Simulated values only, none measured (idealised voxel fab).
process module | voxel quadruple lines
Cross-section cut spans 260 nm and uses square cells 5 nm in size.
A cross-section is written here as square cells arranged in a grid, and it is given in bands from the top down, each band taking up one or more rows of cells. First you get the band's top height and its bottom height, in nm, and then the materials it's made of, left to right, with each width in nm. If you see a single material with "edge to edge", that one covers the band edge to edge. "blank" is empty space. For the purposes of this specification, 0 denotes the height below which the wafer in its as-received condition is composed wholly of one material, and the lowermost band, lacking a lower limit, extends downward without end, as expressed in "from 0 down". Width: "30 to 40" (first number = top row, second number = bottom row, same change from row to row of cells). Where a step carries "remained the same", the cross-section came out of it unchanged, cell for cell. "Internal closed voids": sealed empty spaces, 8 cells or more, no open way to top, listed width x height at distance, with distance from the left edge and width, height and distance in nm. Heads up: the bit after the settings on a step's line is the simulator's remark on that step. overlay nm: for a step with a mask, the amount by which the mask lay right of where it was planned; a negative amount means left of it.

## The planned process steps are enumerated hereunder
| 1 | RECEIVE,material Si |
| 2 | CONFORMAL_DEP,material SiO2,thk nm 10 |
| 3 | DIRECTIONAL_DEP,material Ru,thk nm 10 |
| 4 | DIRECTIONAL_DEP,material polySi,thk nm 20 |
| 5 | DIRECTIONAL_DEP,material aC,thk nm 20 |
| 6 | PATTERN,tone cover,mask id MANDREL,material resist,width nm 35,pitch nm 100,thk nm 30,overlay nm 0 |
| 7 | DIRECTIONAL_ETCH,etch materials aC,depth nm 20 |
| 8 | STRIP,etch materials resist |
| 9 | CONFORMAL_DEP,material SiO2,thk nm 15 |
| 10 | DIRECTIONAL_ETCH,etch materials SiO2,depth nm 15 |
| 11 | STRIP,etch materials aC |
| 12 | DIRECTIONAL_ETCH,etch materials polySi,depth nm 20 |
| 13 | STRIP,etch materials SiO2 |
| 14 | CONFORMAL_DEP,material SiCN,thk nm 10 |
| 15 | DIRECTIONAL_ETCH,etch materials SiCN,depth nm 10 |
| 16 | STRIP,etch materials polySi |
| 17 | DIRECTIONAL_ETCH,etch materials Ru,depth nm 10 |
| 18 | STRIP,etch materials SiCN |
| 19 | FILL_DEP,material lowk,thk nm 5 |
| 20 | CMP,height nm 20 |

## So this is the incoming wafer in cross-section - it's already been through step 1
> from 0 down: Si edge to edge
> Internal closed voids: none

## Module complete - cross-section of the first of two wafers, run according to plan
> from 20 to 10: 35 nm lowk / 10 nm Ru / 15 nm lowk / 10 nm Ru / 15 nm lowk / 10 nm Ru / 15 nm lowk / 10 nm Ru / 15 nm lowk / 10 nm Ru / 15 nm lowk / 10 nm Ru / 15 nm lowk / 10 nm Ru / 15 nm lowk / 10 nm Ru / 40 nm lowk
> from 10 to 0: SiO2 edge to edge
> from 0 down: Si edge to edge
> Internal closed voids: none

## This cross-section belongs to the second wafer of two at the end of the module; the start and the plan were shared with the first, and the run included one mistake
> from 20 to 10: polySi edge to edge
> from 10 to 0: SiO2 edge to edge
> from 0 down: Si edge to edge
> Internal closed voids: none
Misprocessing identified: steps 3 and 4 got flipped, so each one ran where the other should have
Per the end-of-run cell counts, the second wafer holds more or fewer of some materials than the first: 32 fewer of Ru, 72 fewer of lowk, 104 more of polySi
